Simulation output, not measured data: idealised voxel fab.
Proc. module: voxel wiring stack
The cross-section on display is named cut; it measures 230 nm wide, and its cells are 5 nm squares.
A cross-section is a grid of square cells, given in bands from the top down. A band is one or more rows of cells.
Top, bottom (nm), then materials left to right with widths (nm); lone material tagged "full width" fills the whole band edge to edge; "blank" = empty space.
Below 0: as-received wafer, all one material; heights counted from there. Lowest band: no bottom, goes on down, written "0 and below".
The notation "30->40" denotes a width that varies across the rows of cells in the band, beginning at the first number in the top row, finishing at the second number in the bottom row, and changing by an identical amount from each row to the next.
Take "nothing got changed" at face value: in the step it is given for, the cross-section changed in none of its cells.
The entry "Closed voids list" lists the empty spaces that cover at least 8 cells and have no open path to the top. Each is written as width x height at distance, where the distance is measured from the left edge and all three values are in nm.
after a step's settings: what the simulator itself notes on the step
Regarding "overlay nm": on a step with a mask, it is the distance the mask lay to the right of its planned place; a negative value places it to the left.

## Listed below are the process steps as planned
| 1 | RECEIVE with material Si |
| 2 | CONFORMAL_DEP with material SiO2, thk nm 10 |
| 3 | DIRECTIONAL_DEP with material TiN, thk nm 5 |
| 4 | DIRECTIONAL_DEP with material W, thk nm 20 |
| 5 | DIRECTIONAL_DEP with material aC, thk nm 10 |
| 6 | PATTERN with tone cover, mask id METAL_1, material resist, width nm 15, pitch nm 55, thk nm 30, overlay nm 0 |
| 7 | DIRECTIONAL_ETCH with etch materials aC, depth nm 10 |
| 8 | STRIP with etch materials resist |
| 9 | DIRECTIONAL_ETCH with etch materials W, depth nm 20 |
| 10 | DIRECTIONAL_ETCH with etch materials TiN, depth nm 5 |
| 11 | STRIP with etch materials aC |
| 12 | CONFORMAL_DEP with material SiN, thk nm 5 |
| 13 | FILL_DEP with material lowk, thk nm 5 |
| 14 | CMP with height nm 35 |
| 15 | CONFORMAL_DEP with material SiCN, thk nm 5 |
| 16 | DIRECTIONAL_DEP with material lowk, thk nm 30 |
| 17 | DIRECTIONAL_DEP with material aC, thk nm 15 |
| 18 | PATTERN with tone open, mask id METAL_2_HOLES, material resist, width nm 15, pitch nm 110, thk nm 35, overlay nm 0 |
| 19 | DIRECTIONAL_ETCH with etch materials aC, depth nm 15 |
| 20 | STRIP with etch materials resist |
| 21 | DIRECTIONAL_ETCH with etch materials lowk, depth nm 30 |
| 22 | STRIP with etch materials aC |
| 23 | DIRECTIONAL_DEP with material aC, thk nm 10 |
| 24 | PATTERN with tone open, mask id METAL_2, material resist, width nm 25, pitch nm 55, thk nm 25, overlay nm 0 |
| 25 | DIRECTIONAL_ETCH with etch materials aC, depth nm 10 |
| 26 | STRIP with etch materials resist |
| 27 | DIRECTIONAL_ETCH with etch materials lowk, depth nm 20 |
| 28 | DIRECTIONAL_ETCH with etch materials SiCN, depth nm 5 |
| 29 | STRIP with etch materials aC |
| 30 | CONFORMAL_DEP with material TiN, thk nm 5 |
| 31 | FILL_DEP with material Cu, thk nm 10 |
| 32 | CMP with height nm 70 |
| 33 | CONFORMAL_DEP with material SiCN, thk nm 5 |
| 34 | DIRECTIONAL_DEP with material SiO2, thk nm 30 |
| 35 | MASKED_ETCH with tone open, mask id METAL_3_HOLES, width nm 15, pitch nm 110, etch materials SiO2, depth nm 30, overlay nm 0 |
| 36 | PATTERN with tone open, mask id METAL_3, material resist, width nm 25, pitch nm 55, thk nm 15, overlay nm 0 |
| 37 | DIRECTIONAL_ETCH with etch materials SiO2, depth nm 15 |
| 38 | DIRECTIONAL_ETCH with etch materials SiCN, depth nm 5 |
| 39 | STRIP with etch materials resist |
| 40 | CONFORMAL_DEP with material TiN, thk nm 5 |
| 41 | FILL_DEP with material Cu, thk nm 10 |
| 42 | CMP with height nm 105 |
| 43 | CONFORMAL_DEP with material SiCN, thk nm 5 |
| 44 | DIRECTIONAL_DEP with material SiO2, thk nm 15 |
| 45 | PATTERN with tone open, mask id PLUG_3, material resist, width nm 15, pitch nm 55, thk nm 15, overlay nm 0 |
| 46 | DIRECTIONAL_ETCH with etch materials SiO2, depth nm 15 |
| 47 | DIRECTIONAL_ETCH with etch materials SiCN, depth nm 5 |
| 48 | STRIP with etch materials resist |
| 49 | EPI with material Ru, thk nm 10 |
| 50 | EPI with material Ru, thk nm 10 |
| 51 | DIRECTIONAL_DEP with material TiN, thk nm 5 |
| 52 | DIRECTIONAL_DEP with material Ru, thk nm 20 |
| 53 | DIRECTIONAL_DEP with material aC, thk nm 15 |
| 54 | PATTERN with tone cover, mask id METAL_4, material resist, width nm 25, pitch nm 55, thk nm 35, overlay nm 0 |
| 55 | DIRECTIONAL_ETCH with etch materials aC, depth nm 15 |
| 56 | STRIP with etch materials resist |
| 57 | DIRECTIONAL_ETCH with etch materials Ru, depth nm 20 |
| 58 | DIRECTIONAL_ETCH with etch materials TiN, depth nm 5 |
| 59 | STRIP with etch materials aC |
| 60 | CONFORMAL_DEP with material SiCN, thk nm 5 |
| 61 | FILL_DEP with material lowk, thk nm 5 |
| 62 | CMP with height nm 150 |
| 63 | CONFORMAL_DEP with material SiCN, thk nm 5 |
Heads up: all these wafers start the same, and what changes between them is the width nm in step 6. The value you see in the plan is just what the first wafer got.

## Incoming state of the first of several wafers in cross-section: after step 1
> 0 and below: Si full width
> Closed voids list: none

## Cross-section of the first of several wafers once the module has run through its last step, step 63
> 155 down to 150: SiCN full width
> 150 down to 130: lowk 15; SiCN 5; Ru 25; SiCN 5; lowk 20; SiCN 5; Ru 25; SiCN 5; lowk 20; SiCN 5; Ru 25; SiCN 5; lowk 20; SiCN 5; Ru 25; SiCN 5; lowk 15
> 130 down to 125: SiCN 20; TiN 25; SiCN 30; TiN 25; SiCN 30; TiN 25; SiCN 30; TiN 25; SiCN 20
> 125 down to 110: SiO2 20; Ru 15; SiO2 40; Ru 15; SiO2 40; Ru 15; SiO2 40; Ru 15; SiO2 30
> 110 down to 105: SiCN 20; Ru 15; SiCN 40; Ru 15; SiCN 40; Ru 15; SiCN 40; Ru 15; SiCN 30
> 105 down to 95: SiO2 20; TiN 5; Cu 15; TiN 5; SiO2 30; TiN 5; Cu 15; TiN 5; SiO2 30; TiN 5; Cu 15; TiN 5; SiO2 30; TiN 5; Cu 15; TiN 5; SiO2 20
> 95 down to 90: SiO2 20; TiN 5; Cu 5; TiN 15; SiO2 30; TiN 25; SiO2 30; TiN 5; Cu 5; TiN 15; SiO2 30; TiN 25; SiO2 20
> 90 down to 75: SiO2 20; TiN 5; Cu 5; TiN 5; SiO2 95; TiN 5; Cu 5; TiN 5; SiO2 85
> 75 down to 70: SiCN 20; TiN 15; SiCN 95; TiN 15; SiCN 85
> 70 down to 55: lowk 20; TiN 5; Cu 15; TiN 5; lowk 30; TiN 5; Cu 15; TiN 5; lowk 30; TiN 5; Cu 15; TiN 5; lowk 30; TiN 5; Cu 15; TiN 5; lowk 20
> 55 down to 50: lowk 20; TiN 5; Cu 5; TiN 15; lowk 30; TiN 25; lowk 30; TiN 5; Cu 5; TiN 15; lowk 30; TiN 25; lowk 20
> 50 down to 40: lowk 20; TiN 5; Cu 5; TiN 5; lowk 95; TiN 5; Cu 5; TiN 5; lowk 85
> 40 down to 35: SiCN 20; TiN 15; SiCN 95; TiN 15; SiCN 85
> 35 down to 15: lowk 20; SiN 5; W 15; SiN 5; lowk 30; SiN 5; W 15; SiN 5; lowk 30; SiN 5; W 15; SiN 5; lowk 30; SiN 5; W 15; SiN 5; lowk 20
> 15 down to 10: SiN 25; TiN 15; SiN 40; TiN 15; SiN 40; TiN 15; SiN 40; TiN 15; SiN 25
> 10 down to 0: SiO2 full width
> 0 and below: Si full width
> Closed voids list: none

## A cross-section through the last wafer at the close of the module
> 155 down to 150: SiCN full width
> 150 down to 130: lowk 15; SiCN 5; Ru 25; SiCN 5; lowk 20; SiCN 5; Ru 25; SiCN 5; lowk 20; SiCN 5; Ru 25; SiCN 5; lowk 20; SiCN 5; Ru 25; SiCN 5; lowk 15
> 130 down to 125: SiCN 20; TiN 25; SiCN 30; TiN 25; SiCN 30; TiN 25; SiCN 30; TiN 25; SiCN 20
> 125 down to 110: SiO2 20; Ru 15; SiO2 40; Ru 15; SiO2 40; Ru 15; SiO2 40; Ru 15; SiO2 30
> 110 down to 105: SiCN 20; Ru 15; SiCN 40; Ru 15; SiCN 40; Ru 15; SiCN 40; Ru 15; SiCN 30
> 105 down to 95: SiO2 20; TiN 5; Cu 15; TiN 5; SiO2 30; TiN 5; Cu 15; TiN 5; SiO2 30; TiN 5; Cu 15; TiN 5; SiO2 30; TiN 5; Cu 15; TiN 5; SiO2 20
> 95 down to 90: SiO2 20; TiN 5; Cu 5; TiN 15; SiO2 30; TiN 25; SiO2 30; TiN 5; Cu 5; TiN 15; SiO2 30; TiN 25; SiO2 20
> 90 down to 75: SiO2 20; TiN 5; Cu 5; TiN 5; SiO2 95; TiN 5; Cu 5; TiN 5; SiO2 85
> 75 down to 70: SiCN 20; TiN 15; SiCN 95; TiN 15; SiCN 85
> 70 down to 55: lowk 20; TiN 5; Cu 15; TiN 5; lowk 30; TiN 5; Cu 15; TiN 5; lowk 30; TiN 5; Cu 15; TiN 5; lowk 30; TiN 5; Cu 15; TiN 5; lowk 20
> 55 down to 50: lowk 20; TiN 5; Cu 5; TiN 15; lowk 30; TiN 25; lowk 30; TiN 5; Cu 5; TiN 15; lowk 30; TiN 25; lowk 20
> 50 down to 40: lowk 20; TiN 5; Cu 5; TiN 5; lowk 95; TiN 5; Cu 5; TiN 5; lowk 85
> 40 down to 35: SiCN 20; TiN 15; SiCN 95; TiN 15; SiCN 85
> 35 down to 15: lowk 10; SiN 5; W 35; SiN 5; lowk 10; SiN 5; W 35; SiN 5; lowk 10; SiN 5; W 35; SiN 5; lowk 10; SiN 5; W 35; SiN 5; lowk 10
> 15 down to 10: SiN 15; TiN 35; SiN 20; TiN 35; SiN 20; TiN 35; SiN 20; TiN 35; SiN 15
> 10 down to 0: SiO2 full width
> 0 and below: Si full width
> Closed voids list: none

## Quick key for the table: a row per wafer, taken at the end of the module. For each material it tells you how many cells the wafer gained (+) or lost (-) since it came in, and the closed voids come after
width nm 15; +74 Cu; +128 Ru; +218 SiCN; +66 SiN; +392 SiO2; +140 TiN; +48 W; +360 lowk; Closed voids list: none
width nm 20; +74 Cu; +128 Ru; +218 SiCN; +62 SiN; +392 SiO2; +144 TiN; +64 W; +344 lowk; Closed voids list: none
width nm 25; +74 Cu; +128 Ru; +218 SiCN; +58 SiN; +392 SiO2; +148 TiN; +80 W; +328 lowk; Closed voids list: none
width nm 30; +74 Cu; +128 Ru; +218 SiCN; +54 SiN; +392 SiO2; +152 TiN; +96 W; +312 lowk; Closed voids list: none
width nm 35; +74 Cu; +128 Ru; +218 SiCN; +50 SiN; +392 SiO2; +156 TiN; +112 W; +296 lowk; Closed voids list: none
